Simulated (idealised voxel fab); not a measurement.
This section sets out a process module, namely voxel self aligned contacts.
265 nm wide, 5 nm square cells: that's cross-section cut.
For the purposes of this document, a cross-section shall be understood as a grid of square cells, specified as bands listed in top-to-bottom order, each band consisting of one or more rows of cells.
First you get the band's top height and its bottom height, in nm, and then the materials it's made of, left to right, with each width in nm. If you see a single material with "throughout", that one covers the band edge to edge. "empty" is empty space.
Heights from 0 (as-received wafer is one material below). Bottom band endless downward, as "0 down".
Think of "30 to 40" as a width that walks from the first number to the second as you go down the band, top row to bottom row, taking equal-sized steps from row to row.
Any step labelled "nothing was modified" changed none of the cells in the cross-section.
The entry titled "Entrapped void list" provides the empty spaces that have no open way to the top, restricted to those of 8 cells or more. Each is presented as width x height at distance, the distance being measured from the left edge, with all three in nm.
Whatever follows a step's settings on its line is a remark the simulator itself makes about that step.
overlay nm, on a step with a mask: how far to the right of its planned place the mask lay; to the left if negative

Set out below are the planned steps of the process:
1,op RECEIVE | material Si
2,op CONFORMAL_DEP | material SiO2 | thk nm 5
3,op DIRECTIONAL_DEP | material polySi | thk nm 25
4,op DIRECTIONAL_DEP | material SiN | thk nm 20
5,op DIRECTIONAL_DEP | material aC | thk nm 10
6,op PATTERN | tone cover | mask id GATE | material resist | width nm 25 | pitch nm 70 | thk nm 30 | overlay nm 0
7,op DIRECTIONAL_ETCH | etch materials aC | depth nm 10
8,op STRIP | etch materials resist
9,op DIRECTIONAL_ETCH | etch materials SiN | depth nm 20
10,op DIRECTIONAL_ETCH | etch materials polySi | depth nm 25
11,op STRIP | etch materials aC
12,op CONFORMAL_DEP | material SiN | thk nm 10
13,op DIRECTIONAL_ETCH | etch materials SiN | depth nm 10
14,op FILL_DEP | material SiO2 | thk nm 15
15,op CMP | height nm 55
16,op DIRECTIONAL_DEP | material aC | thk nm 15
17,op PATTERN | tone open | mask id CONTACT | material resist | width nm 45 | thk nm 35 | overlay nm 0
18,op DIRECTIONAL_ETCH | etch materials aC | depth nm 15
19,op STRIP | etch materials resist
20,op DIRECTIONAL_ETCH | etch materials SiO2 | depth nm 55
21,op STRIP | etch materials aC
22,op CONFORMAL_DEP | material TiN | thk nm 5
23,op FILL_DEP | material Ru | thk nm 10
24,op CMP | height nm 55
25,op CONFORMAL_DEP | material SiN | thk nm 5
Across this set of wafers, the varied parameter is the width nm of step 17. Starting conditions are identical for every wafer, and the plan reports the value assigned to the first wafer.

First of several wafers, received after step 1, in cross-section:
- 0 down | Si throughout
- Entrapped void list: none

Below: a row per wafer. Contents at end of module: for every material, cells gained since receipt (+) or lost since receipt (-); then closed voids:
width nm 45, +30 Ru, +165 SiN, +362 SiO2, +29 TiN, +50 polySi, Entrapped void list: none
width nm 50, +30 Ru, +165 SiN, +361 SiO2, +30 TiN, +50 polySi, Entrapped void list: none
width nm 55, +30 Ru, +165 SiN, +360 SiO2, +31 TiN, +50 polySi, Entrapped void list: none
width nm 60, +30 Ru, +165 SiN, +359 SiO2, +32 TiN, +50 polySi, Entrapped void list: none
width nm 65, +30 Ru, +165 SiN, +358 SiO2, +33 TiN, +50 polySi, Entrapped void list: none
width nm 70, +30 Ru, +165 SiN, +357 SiO2, +34 TiN, +50 polySi, Entrapped void list: none
